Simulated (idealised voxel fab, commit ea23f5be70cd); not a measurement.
Proc. module: voxel ribs on slabs
In the cross-section labelled cut, the width is 235 nm and each square cell is 5 nm.
Format of a cross-section: grid, square cells. Given as bands. Order: top down. Band: one or more rows of cells.
Heights first: top, then bottom, in nm. Then materials, left to right, each with a width in nm. "all across" on a single material: fills the band edge to edge. "blank": empty space.
Below 0: as-received wafer, all one material; heights counted from there. Lowest band: no bottom, goes on down, written "top 0, no bottom".
Think of "30 to 40" as a width that walks from the first number to the second as you go down the band, top row to bottom row, taking equal-sized steps from row to row.
Where the words "nothing got changed" appear for a step, the cross-section shows no cell changed by that step; every cell remained as before.
Any empty space of 8 cells or more lacking an open way to the top shows up in "closed voids" as width x height at distance, distance from the left edge, in nm.
On a step's line, text after the settings is the simulator commenting on that step.
If you see "overlay nm" on a step's line and that step has a mask, it's telling you how far right of where it was planned the mask ended up; a negative number means it went left instead.

Process steps - plan
| 1 | RECEIVE,material Si |
| 2 | DIRECTIONAL_DEP,material SiO2,thk nm 30 |
| 3 | DIRECTIONAL_DEP,material polySi,thk nm 15 |
| 4 | MASKED_ETCH,tone cover,mask id RIB,width nm 30,etch materials polySi,depth nm 10,overlay nm 0 |
| 5 | PATTERN,tone cover,mask id SLAB,material resist,width nm 90,thk nm 15,overlay nm 0 |
| 6 | DIRECTIONAL_ETCH,etch materials polySi,depth nm 5 |
| 7 | STRIP,etch materials resist |
| 8 | FILL_DEP,material SiO2,thk nm 15 |
| 9 | CMP,height nm 55 |
| 10 | DIRECTIONAL_DEP,material TiN,thk nm 5 |
| 11 | DIRECTIONAL_DEP,material aC,thk nm 10 |
| 12 | PATTERN,tone cover,mask id HEATER,material resist,width nm 40,thk nm 25,overlay nm 0 |
| 13 | DIRECTIONAL_ETCH,etch materials aC,depth nm 10 |
| 14 | STRIP,etch materials resist |
| 15 | DIRECTIONAL_ETCH,etch materials TiN,depth nm 5 |
| 16 | STRIP,etch materials aC |
| 17 | CONFORMAL_DEP,material SiN,thk nm 10 |

Run as planned: first of two wafers

Here's what the wafer looked like in cross-section when it arrived - that's after step 1
top 0, no bottom  Si all across
closed voids: none

The wafer, seen in cross-section, after step 2
top 30, bottom 0  SiO2 all across
Below 0, the layers are the same as they were.

The wafer, seen in cross-section, after step 3
top 45, bottom 30  polySi all across
Below 30, the layers are the same as they were.

The wafer, seen in cross-section, after step 4
top 45, bottom 35  blank 100 nm, then polySi 30 nm, then blank 105 nm
Below 35, the layers are the same as they were.

The wafer, seen in cross-section, after step 5
top 60, bottom 45  blank 70 nm, then resist 90 nm, then blank 75 nm
top 45, bottom 35  blank 70 nm, then resist 30 nm, then polySi 30 nm, then resist 30 nm, then blank 75 nm
Below 35, the layers are the same as they were.

The wafer, seen in cross-section, after step 6
top 60, bottom 45  blank 70 nm, then resist 90 nm, then blank 75 nm
top 45, bottom 35  blank 70 nm, then resist 30 nm, then polySi 30 nm, then resist 30 nm, then blank 75 nm
top 35, bottom 30  blank 70 nm, then polySi 90 nm, then blank 75 nm
Below 30, the layers are the same as they were.

The wafer, seen in cross-section, after step 7
top 45, bottom 35  blank 100 nm, then polySi 30 nm, then blank 105 nm
Below 35, the layers are the same as they were.

The wafer, seen in cross-section, after step 8
top 60, bottom 45  SiO2 all across
top 45, bottom 35  SiO2 100 nm, then polySi 30 nm, then SiO2 105 nm
top 35, bottom 30  SiO2 70 nm, then polySi 90 nm, then SiO2 75 nm
Below 30, the layers are the same as they were.

The wafer, seen in cross-section, after step 9
top 55, bottom 45  SiO2 all across
Below 45, the layers are the same as they were.

The wafer, seen in cross-section, after step 10
top 60, bottom 55  TiN all across
Below 55, the layers are the same as they were.

The wafer, seen in cross-section, after step 11
top 70, bottom 60  aC all across
Below 60, the layers are the same as they were.

The wafer, seen in cross-section, after step 12
top 95, bottom 70  blank 95 nm, then resist 40 nm, then blank 100 nm
Below 70, the layers are the same as they were.

The wafer, seen in cross-section, after step 13
top 85, bottom 70  blank 95 nm, then resist 40 nm, then blank 100 nm
top 70, bottom 60  blank 95 nm, then aC 40 nm, then blank 100 nm
Below 60, the layers are the same as they were.

The wafer, seen in cross-section, after step 14
top 70, bottom 60  blank 95 nm, then aC 40 nm, then blank 100 nm
Below 60, the layers are the same as they were.

The wafer, seen in cross-section, after step 15
top 70, bottom 60  blank 95 nm, then aC 40 nm, then blank 100 nm
top 60, bottom 55  blank 95 nm, then TiN 40 nm, then blank 100 nm
Below 55, the layers are the same as they were.

The wafer, seen in cross-section, after step 16
top 60, bottom 55  blank 95 nm, then TiN 40 nm, then blank 100 nm
Below 55, the layers are the same as they were.

The wafer, seen in cross-section, after step 17
top 70, bottom 65  blank 85 nm, then SiN 60 nm, then blank 90 nm
top 65, bottom 60  SiN all across
top 60, bottom 55  SiN 95 nm, then TiN 40 nm, then SiN 100 nm
Below 55, the layers are the same as they were.

Companion wafer, the second of two: same beginning, same intended sequence, one mistake in carrying it out; through step 1 inclusive it tracks the first exactly

When step 2 should have ended
top 40, bottom 0  SiO2 all across
Below 0, the layers are the same as they were.

When step 3 should have ended
top 55, bottom 40  polySi all across
Below 40, the layers are the same as they were.

When step 4 should have ended
top 55, bottom 45  blank 100 nm, then polySi 30 nm, then blank 105 nm
Below 45, the layers are the same as they were.

When step 5 should have ended
top 70, bottom 55  blank 70 nm, then resist 90 nm, then blank 75 nm
top 55, bottom 45  blank 70 nm, then resist 30 nm, then polySi 30 nm, then resist 30 nm, then blank 75 nm
Below 45, the layers are the same as they were.

When step 6 should have ended
top 70, bottom 55  blank 70 nm, then resist 90 nm, then blank 75 nm
top 55, bottom 45  blank 70 nm, then resist 30 nm, then polySi 30 nm, then resist 30 nm, then blank 75 nm
top 45, bottom 40  blank 70 nm, then polySi 90 nm, then blank 75 nm
Below 40, the layers are the same as they were.

When step 7 should have ended
top 55, bottom 45  blank 100 nm, then polySi 30 nm, then blank 105 nm
Below 45, the layers are the same as they were.

When step 8 should have ended
top 70, bottom 55  SiO2 all across
top 55, bottom 45  SiO2 100 nm, then polySi 30 nm, then SiO2 105 nm
top 45, bottom 40  SiO2 70 nm, then polySi 90 nm, then SiO2 75 nm
Below 40, the layers are the same as they were.

When step 9 should have ended
top 55, bottom 45  SiO2 100 nm, then polySi 30 nm, then SiO2 105 nm
Below 45, the layers are the same as they were.

When step 10 should have ended
top 60, bottom 55  TiN all across
Below 55, the layers are the same as they were.

When step 11 should have ended
top 70, bottom 60  aC all across
Below 60, the layers are the same as they were.

When step 12 should have ended
top 95, bottom 70  blank 95 nm, then resist 40 nm, then blank 100 nm
Below 70, the layers are the same as they were.

When step 13 should have ended
top 85, bottom 70  blank 95 nm, then resist 40 nm, then blank 100 nm
top 70, bottom 60  blank 95 nm, then aC 40 nm, then blank 100 nm
Below 60, the layers are the same as they were.

When step 14 should have ended
top 70, bottom 60  blank 95 nm, then aC 40 nm, then blank 100 nm
Below 60, the layers are the same as they were.

When step 15 should have ended
top 70, bottom 60  blank 95 nm, then aC 40 nm, then blank 100 nm
top 60, bottom 55  blank 95 nm, then TiN 40 nm, then blank 100 nm
Below 55, the layers are the same as they were.

When step 16 should have ended
top 60, bottom 55  blank 95 nm, then TiN 40 nm, then blank 100 nm
Below 55, the layers are the same as they were.

When step 17 should have ended
top 70, bottom 65  blank 85 nm, then SiN 60 nm, then blank 90 nm
top 65, bottom 60  SiN all across
top 60, bottom 55  SiN 95 nm, then TiN 40 nm, then SiN 100 nm
Below 55, the layers are the same as they were.
Finding, execution versus plan: step 2, actual vs plan mismatch, actual run DIRECTIONAL_DEP,material SiO2,thk nm 40
Both wafers, final: cells per material equal; arrangement not.
